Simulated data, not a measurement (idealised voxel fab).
Process module name: voxel transistor to metal
The figure presents cross-section cut, which has a width of 265 nm and is divided into square cells with an edge length of 5 nm.
Think of the cross-section as a grid of square cells. We describe it in bands, top to bottom, and each band covers one or more rows of those cells.
It is stipulated that each band's entry specify, in nanometres, the height of the top of the band and then that of its bottom, followed by the materials of the band in left-to-right sequence, each together with its width in nanometres. A single material marked by the word "edge to edge" is understood to fill the band from edge to edge; the word "empty" is understood to denote empty space.
The reference from which all heights are counted is 0, the level beneath which the as-received wafer is entirely one material; the lowest band, having no lower bound, proceeds downward and is written after the example "0..down".
The notation "30..40" denotes a width that varies across the rows of cells in the band, beginning at the first number in the top row, finishing at the second number in the bottom row, and changing by an identical amount from each row to the next.
Any step labelled "everything unchanged" changed none of the cells in the cross-section.
Empty spaces counting at least 8 cells and having no open way to the top are listed in "Voids lacking openings". The notation width x height at distance is used for each, the distance being from the left edge and all three values in nm.
Text after the settings on a step's line: the simulator's own remark on that step.
Each step line may optionally specify "overlay nm", which for a step with a mask gives the rightward distance between the mask's planned place and where it lay, a negative value indicating the leftward direction.
## The planned process steps are enumerated hereunder
- 1: RECEIVE: material Si
- 2: CONFORMAL_DEP: material SiO2, thk nm 5
- 3: CONFORMAL_DEP: material SiN, thk nm 15
- 4: PATTERN: tone cover, mask id ACTIVE, material resist, width nm 100, pitch nm 125, thk nm 15, overlay nm 0
- 5: DIRECTIONAL_ETCH: etch materials SiN, depth nm 15
- 6: DIRECTIONAL_ETCH: etch materials SiO2, depth nm 5
- 7: DIRECTIONAL_ETCH: etch materials Si, depth nm 30
- 8: STRIP: etch materials resist
- 9: OXIDIZE: depth nm 5
- 10: FILL_DEP: material SiO2, thk nm 15
- 11: CMP: height nm 20
- 12: SELECTIVE_ETCH: etch materials SiO2, depth nm 5
- 13: STRIP: etch materials SiN
- 14: SELECTIVE_ETCH: etch materials SiO2, depth nm 5
- 15: OXIDIZE: depth nm 5
- 16: DIRECTIONAL_DEP: material polySi, thk nm 20
- 17: DIRECTIONAL_DEP: material SiCN, thk nm 10
- 18: DIRECTIONAL_DEP: material aC, thk nm 10
- 19: PATTERN: tone cover, mask id GATE, material resist, width nm 20, pitch nm 125, thk nm 30, overlay nm 0
- 20: DIRECTIONAL_ETCH: etch materials aC, depth nm 10
- 21: STRIP: etch materials resist
- 22: DIRECTIONAL_ETCH: etch materials SiCN, depth nm 20
- 23: DIRECTIONAL_ETCH: etch materials polySi, depth nm 30
- 24: STRIP: etch materials aC
- 25: CONFORMAL_DEP: material SiO2, thk nm 5
- 26: DIRECTIONAL_ETCH: etch materials SiO2, depth nm 5
- 27: CONFORMAL_DEP: material SiN, thk nm 10
- 28: DIRECTIONAL_ETCH: etch materials SiN, depth nm 10
- 29: DIRECTIONAL_ETCH: etch materials SiO2, depth nm 5
- 30: DIRECTIONAL_ETCH: etch materials Si, depth nm 5
- 31: EPI: material pSi, thk nm 10
- 32: FILL_DEP: material SiO2, thk nm 10
- 33: CMP: height nm 30
- 34: DIRECTIONAL_DEP: material SiO2, thk nm 10
- 35: PATTERN: tone open, mask id CONTACT, material resist, width nm 30, thk nm 20, overlay nm 0
- 36: DIRECTIONAL_ETCH: etch materials SiO2, depth nm 35
- 37: STRIP: etch materials resist
- 38: CONFORMAL_DEP: material TiN, thk nm 5
- 39: FILL_DEP: material W, thk nm 5
- 40: CMP: height nm 40
- 41: DIRECTIONAL_DEP: material TiN, thk nm 5
- 42: DIRECTIONAL_DEP: material W, thk nm 15
- 43: MASKED_ETCH: tone cover, mask id METAL_1, width nm 15, etch materials W, depth nm 15, overlay nm 0
- 44: MASKED_ETCH: tone cover, mask id METAL_1, width nm 15, etch materials TiN, depth nm 5, overlay nm 0
- 45: CONFORMAL_DEP: material SiCN, thk nm 5
- 46: FILL_DEP: material SiO2, thk nm 10
- 47: CMP: height nm 60
- 48: CONFORMAL_DEP: material SiCN, thk nm 5
- 49: DIRECTIONAL_DEP: material SiO2, thk nm 35
- 50: MASKED_ETCH: tone open, mask id METAL_2, width nm 15, pitch nm 125, etch materials SiO2, depth nm 20, overlay nm 0
- 51: PATTERN: tone open, mask id METAL_2_HOLES, material resist, width nm 15, pitch nm 125, thk nm 20, overlay nm 0
- 52: DIRECTIONAL_ETCH: etch materials SiO2, depth nm 15
- 53: DIRECTIONAL_ETCH: etch materials SiCN, depth nm 5
- 54: STRIP: etch materials resist
- 55: CONFORMAL_DEP: material TiN, thk nm 5
- 56: FILL_DEP: material Cu, thk nm 5
- 57: CMP: height nm 100
- 58: CONFORMAL_DEP: material SiN, thk nm 5
## As-received state of the wafer in cross-section, equivalent to post-step 1
* 0..down = Si edge to edge
* Voids lacking openings: none
## One mistake in running the module, otherwise start and plan as above: cross-section at the end
* 105..100 = SiN edge to edge
* 100..65 = SiO2=25 | TiN=5 | Cu=5 | TiN=5 | SiO2=110 | TiN=5 | Cu=5 | TiN=5 | SiO2=100
* 65..60 = SiCN=25 | TiN=15 | SiCN=110 | TiN=15 | SiCN=100
* 60..45 = SiO2=20 | SiCN=5 | W=15 | SiCN=5 | SiO2=50 | SiCN=5 | W=15 | SiCN=5 | SiO2=25 | SiCN=5 | W=15 | SiCN=5 | SiO2=50 | SiCN=5 | W=15 | SiCN=5 | SiO2=20
* 45..40 = SiCN=25 | TiN=15 | SiCN=60 | TiN=15 | SiCN=35 | TiN=15 | SiCN=60 | TiN=15 | SiCN=25
* 40..30 = SiO2=25 | TiN=5 | W=20..10 | TiN=5..15 | SiO2=30 | TiN=5..15 | W=20..10 | TiN=5 | SiO2=35 | TiN=5 | W=20..10 | TiN=5..15 | SiO2=30 | TiN=5..15 | W=20..10 | TiN=5 | SiO2=25
* 30..25 = SiO2=25 | TiN=5 | W=10 | TiN=5 | SiN=10 | SiO2=5 | polySi=20 | SiO2=5 | SiN=10 | TiN=5 | W=10 | TiN=5 | SiO2=35 | TiN=5 | W=10 | TiN=5 | SiN=10 | SiO2=5 | polySi=20 | SiO2=5 | SiN=10 | TiN=5 | W=10 | TiN=5 | SiO2=25
* 25..20 = SiO2=25 | TiN=20 | SiO2=50 | TiN=20 | SiO2=35 | TiN=20 | SiO2=50 | TiN=20 | SiO2=25
* 20..5 = SiO2=20 | SiN=100 | SiO2=25 | SiN=100 | SiO2=20
* 5..0 = SiO2 edge to edge
* 0..-35 = SiO2=25 | Si=90 | SiO2=35 | Si=90 | SiO2=25
* -35..down = Si edge to edge
* Voids lacking openings: none
Deviation noted in wafer processing: step 11 in the plan did not get run; it was skipped
